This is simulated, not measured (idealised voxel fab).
Process module name: voxel double patterning
Cross-sectional view cut (width: 200 nm; square cell size: 5 nm).
If you're reading a cross-section in this doc, picture square cells in a grid; it comes to you as bands, top ones listed first down to the bottom, and a band can be one or more rows of cells. Look at the band entry: it leads with the top's height and the bottom's height in nm. Then it lists the materials left to right, with a width in nm for each. The word "all across" on a single material says that material fills the band edge to edge. The word "empty" is empty space. Height is counted from the level 0, under which the received wafer is composed throughout of one material. The lowest of the bands is not closed at the bottom but continues downward, in the notation "top 0, no bottom". A width given as "30..40" starts at the first number in the band's top row and ends at the second number in its bottom row, shifting by an equal amount at every step from row to row. Where the words "remained the same" appear for a step, the cross-section shows no cell changed by that step; every cell remained as before. Any empty space of 8 cells or more lacking an open way to the top shows up in "Closed cavity list" as width x height at distance, distance from the left edge, in nm. Formally, on a step line, whatever follows the settings is a remark that the simulator itself makes on the step. overlay nm: right-of-plan distance of the mask on a masked step; negative values mean left-of-plan.
Process steps - plan
1. RECEIVE (material Si)
2. CONFORMAL_DEP (material SiO2; thk nm 10)
3. DIRECTIONAL_DEP (material TiN; thk nm 20)
4. DIRECTIONAL_DEP (material SiN; thk nm 5)
5. MASKED_ETCH (tone open; mask id FIRST; width nm 15; pitch nm 50; etch materials SiN; depth nm 5; overlay nm 0)
6. DIRECTIONAL_DEP (material aC; thk nm 15)
7. PATTERN (tone open; mask id SECOND; material resist; width nm 15; thk nm 35; overlay nm 0)
8. DIRECTIONAL_ETCH (etch materials aC; depth nm 15)
9. STRIP (etch materials resist)
10. DIRECTIONAL_ETCH (etch materials SiN; depth nm 5)
11. STRIP (etch materials aC)
12. DIRECTIONAL_ETCH (etch materials TiN; depth nm 20)
13. STRIP (etch materials SiN)
What follows covers the first of two wafers; it ran as planned
The cross-section here shows the wafer as received, i.e. in its state after step 1
- top 0, no bottom = Si all across
- Closed cavity list: none
Presented here is a cross-section of the wafer after step 2 has been performed
- top 10, bottom 0 = SiO2 all across
- At heights below 0, the structure remains unaltered.
Presented here is a cross-section of the wafer after step 3 has been performed
- top 30, bottom 10 = TiN all across
- At heights below 10, the structure remains unaltered.
Presented here is a cross-section of the wafer after step 4 has been performed
- top 35, bottom 30 = SiN all across
- At heights below 30, the structure remains unaltered.
Presented here is a cross-section of the wafer after step 5 has been performed
- top 35, bottom 30 = SiN (65) / empty (15) / SiN (35) / empty (15) / SiN (70)
- At heights below 30, the structure remains unaltered.
Presented here is a cross-section of the wafer after step 6 has been performed
- top 50, bottom 45 = aC (65) / empty (15) / aC (35) / empty (15) / aC (70)
- top 45, bottom 35 = aC all across
- top 35, bottom 30 = SiN (65) / aC (15) / SiN (35) / aC (15) / SiN (70)
- At heights below 30, the structure remains unaltered.
Presented here is a cross-section of the wafer after step 7 has been performed
- top 85, bottom 50 = resist (90) / empty (15) / resist (95)
- top 50, bottom 45 = aC (65) / resist (15) / aC (35) / resist (15) / aC (70)
- At heights below 45, the structure remains unaltered.
Presented here is a cross-section of the wafer after step 8 has been performed
- top 70, bottom 50 = resist (90) / empty (15) / resist (95)
- top 50, bottom 45 = aC (65) / resist (15) / aC (10) / empty (15) / aC (10) / resist (15) / aC (70)
- top 45, bottom 35 = aC (90) / empty (15) / aC (95)
- At heights below 35, the structure remains unaltered.
Presented here is a cross-section of the wafer after step 9 has been performed
- top 50, bottom 45 = aC (65) / empty (15) / aC (10) / empty (15) / aC (10) / empty (15) / aC (70)
- At heights below 45, the structure remains unaltered.
Presented here is a cross-section of the wafer after step 10 has been performed
- top 50, bottom 45 = aC (65) / empty (15) / aC (10) / empty (15) / aC (10) / empty (15) / aC (70)
- top 45, bottom 35 = aC (90) / empty (15) / aC (95)
- top 35, bottom 30 = SiN (65) / aC (15) / SiN (10) / empty (15) / SiN (10) / aC (15) / SiN (70)
- At heights below 30, the structure remains unaltered.
Presented here is a cross-section of the wafer after step 11 has been performed
- top 35, bottom 30 = SiN (65) / empty (15) / SiN (10) / empty (15) / SiN (10) / empty (15) / SiN (70)
- At heights below 30, the structure remains unaltered.
Presented here is a cross-section of the wafer after step 12 has been performed
- top 35, bottom 30 = SiN (65) / empty (15) / SiN (10) / empty (15) / SiN (10) / empty (15) / SiN (70)
- top 30, bottom 10 = TiN (65) / empty (15) / TiN (10) / empty (15) / TiN (10) / empty (15) / TiN (70)
- At heights below 10, the structure remains unaltered.
Presented here is a cross-section of the wafer after step 13 has been performed
- top 30, bottom 10 = TiN (65) / empty (15) / TiN (10) / empty (15) / TiN (10) / empty (15) / TiN (70)
- At heights below 10, the structure remains unaltered.
Wafer two. Identical start, identical plan. One mistake in execution. Identical history through step 4
When step 5 should have ended
- top 35, bottom 30 = SiN (55) / empty (15) / SiN (35) / empty (15) / SiN (80)
- At heights below 30, the structure remains unaltered.
When step 6 should have ended
- top 50, bottom 45 = aC (55) / empty (15) / aC (35) / empty (15) / aC (80)
- top 45, bottom 35 = aC all across
- top 35, bottom 30 = SiN (55) / aC (15) / SiN (35) / aC (15) / SiN (80)
- At heights below 30, the structure remains unaltered.
When step 7 should have ended
- top 85, bottom 50 = resist (90) / empty (15) / resist (95)
- top 50, bottom 45 = aC (55) / resist (15) / aC (35) / resist (15) / aC (80)
- At heights below 45, the structure remains unaltered.
When step 8 should have ended
- top 70, bottom 50 = resist (90) / empty (15) / resist (95)
- top 50, bottom 45 = aC (55) / resist (15) / aC (20) / empty (15) / resist (15) / aC (80)
- top 45, bottom 35 = aC (90) / empty (15) / aC (95)
- At heights below 35, the structure remains unaltered.
When step 9 should have ended
- top 50, bottom 45 = aC (55) / empty (15) / aC (20) / empty (30) / aC (80)
- At heights below 45, the structure remains unaltered.
When step 10 should have ended
- top 50, bottom 45 = aC (55) / empty (15) / aC (20) / empty (30) / aC (80)
- top 45, bottom 35 = aC (90) / empty (15) / aC (95)
- top 35, bottom 30 = SiN (55) / aC (15) / SiN (20) / empty (15) / aC (15) / SiN (80)
- At heights below 30, the structure remains unaltered.
When step 11 should have ended
- top 35, bottom 30 = SiN (55) / empty (15) / SiN (20) / empty (30) / SiN (80)
- At heights below 30, the structure remains unaltered.
When step 12 should have ended
- top 35, bottom 30 = SiN (55) / empty (15) / SiN (20) / empty (30) / SiN (80)
- top 30, bottom 10 = TiN (55) / empty (15) / TiN (20) / empty (30) / TiN (80)
- At heights below 10, the structure remains unaltered.
When step 13 should have ended
- top 30, bottom 10 = TiN (55) / empty (15) / TiN (20) / empty (30) / TiN (80)
- At heights below 10, the structure remains unaltered.
What broke from the plan during processing? in deviation from the planned setting, step 5 was conducted as MASKED_ETCH (tone open; mask id FIRST; width nm 15; pitch nm 50; etch materials SiN; depth nm 5; overlay nm -10)
Final state: per-material cell counts identical on both wafers; locations differ.
